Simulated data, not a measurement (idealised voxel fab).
The process module that follows is named voxel ribs on slabs.
The figure presents cross-section cut, which has a width of 165 nm and is divided into square cells with an edge length of 5 nm.
A cross-section in this document is a grid of square cells, and it is written down as bands, the top band listed before the ones below it; a band is made up of one or more rows of cells.
Band: top height; bottom height; in nm. Then, left to right: material with width in nm, for each material. "everywhere": a single material spanning edge to edge. "air": empty space.
Where do heights start? At 0: under that level the wafer as delivered is made of one material only. And the lowest band has no floor; it just carries on downward, as in "z 0 and below".
Note: "30->40" means the width goes from the first number (top row of the band) to the second number (bottom row) in equal steps per row of cells.
Basically "changes: none" means that step didn't change any cell in the cross-section.
Under "Unvented internal voids" you'll find the enclosed gaps, the ones with no way out to the top, that are 8 cells or bigger; each reads width x height at distance, with distance counted from the left edge, everything in nm.
after a step's settings: what the simulator itself notes on the step
For masked steps, "overlay nm" on the step line gives how far right of plan the mask actually lay; a minus sign means it lay to the left.
## The planned process steps are enumerated hereunder
| 1 | RECEIVE with material Si |
| 2 | DIRECTIONAL_DEP with material SiO2, thk nm 30 |
| 3 | DIRECTIONAL_DEP with material SiN, thk nm 15 |
| 4 | DIRECTIONAL_DEP with material aC, thk nm 10 |
| 5 | PATTERN with tone cover, mask id RIB, material resist, width nm 25, thk nm 25, overlay nm 0 |
| 6 | DIRECTIONAL_ETCH with etch materials aC, depth nm 10 |
| 7 | STRIP with etch materials resist |
| 8 | DIRECTIONAL_ETCH with etch materials SiN, depth nm 10 |
| 9 | STRIP with etch materials aC |
| 10 | MASKED_ETCH with tone cover, mask id SLAB, width nm 55, etch materials SiN, depth nm 5, overlay nm 0 |
| 11 | FILL_DEP with material SiO2, thk nm 25 |
| 12 | CMP with height nm 65 |
| 13 | DIRECTIONAL_DEP with material TiN, thk nm 5 |
| 14 | DIRECTIONAL_DEP with material aC, thk nm 10 |
| 15 | PATTERN with tone cover, mask id HEATER, material resist, width nm 35, thk nm 30, overlay nm 0 |
| 16 | DIRECTIONAL_ETCH with etch materials aC, depth nm 10 |
| 17 | STRIP with etch materials resist |
| 18 | DIRECTIONAL_ETCH with etch materials TiN, depth nm 5 |
| 19 | STRIP with etch materials aC |
| 20 | CONFORMAL_DEP with material SiO2, thk nm 10 |
## Cross-section of the incoming wafer, state after step 1
- z 0 and below  Si everywhere
- Unvented internal voids: none
## Here's the cross-section of the first of our two wafers at the end of the module - it ran as planned
- z 80 to 75  air 55 nm, SiO2 55 nm, air 55 nm
- z 75 to 70  SiO2 everywhere
- z 70 to 65  SiO2 65 nm, TiN 35 nm, SiO2 65 nm
- z 65 to 45  SiO2 everywhere
- z 45 to 35  SiO2 70 nm, SiN 25 nm, SiO2 70 nm
- z 35 to 30  SiO2 55 nm, SiN 55 nm, SiO2 55 nm
- z 30 to 0  SiO2 everywhere
- z 0 and below  Si everywhere
- Unvented internal voids: none
## End-of-module cross-section of the second wafer: identical starting point and process plan to the first, with one processing mistake
- z 80 to 75  air 55 nm, SiO2 55 nm, air 55 nm
- z 75 to 70  SiO2 everywhere
- z 70 to 65  SiO2 65 nm, TiN 35 nm, SiO2 65 nm
- z 65 to 45  SiO2 everywhere
- z 45 to 35  SiO2 70 nm, SiN 25 nm, SiO2 70 nm
- z 35 to 30  SiO2 65 nm, SiN 55 nm, SiO2 45 nm
- z 30 to 0  SiO2 everywhere
- z 0 and below  Si everywhere
- Unvented internal voids: none
Run error: step 10 ran differently from the plan; actual operation with settings: MASKED_ETCH with tone cover, mask id SLAB, width nm 55, etch materials SiN, depth nm 5, overlay nm 10
At the close, every material occupies the same number of cells on the second wafer as on the first, only in different positions.
